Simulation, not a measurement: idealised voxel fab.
Herein follows the process module entitled voxel trench capacitor.
Cross-section cut spans 245 nm and uses square cells 5 nm in size.
This document writes a cross-section as a grid whose cells are square, and gives it as bands, listed from the top down; one or more rows of cells form a band. Top, bottom (nm), then materials left to right with widths (nm); lone material tagged "all across" fills the whole band edge to edge; "empty" = empty space. Heights are expressed relative to 0, this being the level below which the as-received wafer comprises one material exclusively. The lowest band is unbounded in the downward direction and is denoted as in "0 nm and below". Width: "30->40" (first number = top row, second number = bottom row, same change from row to row of cells). "nothing altered" for a step: no cell of the cross-section changed in that step. Closed empty spaces (no open way to the top) of 8 cells or more are what "Completely enclosed voids" lists, each as width x height at distance from the left edge, nm for all three. On each step's line, the part that comes after the settings is the simulator's own comment on the step. overlay nm: right-of-plan distance of the mask on a masked step; negative values mean left-of-plan.
# Intended process steps
1,RECEIVE [material Si]
2,CONFORMAL_DEP [material SiN] [thk nm 5]
3,PATTERN [tone open] [mask id TRENCH] [material resist] [width nm 25] [pitch nm 40] [thk nm 20] [overlay nm 0]
4,DIRECTIONAL_ETCH [etch materials SiN] [depth nm 5]
5,DIRECTIONAL_ETCH [etch materials Si] [depth nm 40]
6,STRIP [etch materials resist]
7,CONFORMAL_DEP [material Al2O3] [thk nm 5]
8,CONFORMAL_DEP [material TiN] [thk nm 5]
9,FILL_DEP [material W] [thk nm 10]
10,CMP [height nm 5]
# Wafer cross-section on receipt, i.e. after step 1
    0 nm and below  Si all across
    Completely enclosed voids: none
# Figure: cross-sectional view of the wafer upon completion of the module, processed from the initial state and according to the plan depicted above, with one error introduced during execution
    5 nm to 0 nm  SiN 80 / Al2O3 5 / TiN 5 / W 5 / TiN 5 / Al2O3 5 / SiN 15 / Al2O3 5 / TiN 5 / W 5 / TiN 5 / Al2O3 5 / SiN 15 / Al2O3 5 / TiN 5 / W 5 / TiN 5 / Al2O3 5 / SiN 60
    0 nm to -30 nm  Si 80 / Al2O3 5 / TiN 5 / W 5 / TiN 5 / Al2O3 5 / Si 15 / Al2O3 5 / TiN 5 / W 5 / TiN 5 / Al2O3 5 / Si 15 / Al2O3 5 / TiN 5 / W 5 / TiN 5 / Al2O3 5 / Si 60
    -30 nm to -35 nm  Si 80 / Al2O3 5 / TiN 15 / Al2O3 5 / Si 15 / Al2O3 5 / TiN 15 / Al2O3 5 / Si 15 / Al2O3 5 / TiN 15 / Al2O3 5 / Si 60
    -35 nm to -40 nm  Si 80 / Al2O3 25 / Si 15 / Al2O3 25 / Si 15 / Al2O3 25 / Si 60
    -40 nm and below  Si all across
    Completely enclosed voids: none
The mistake made against the process plan was this: rather than as planned, step 3 actually ran as PATTERN [tone open] [mask id TRENCH] [material resist] [width nm 25] [pitch nm 40] [thk nm 20] [overlay nm 10]
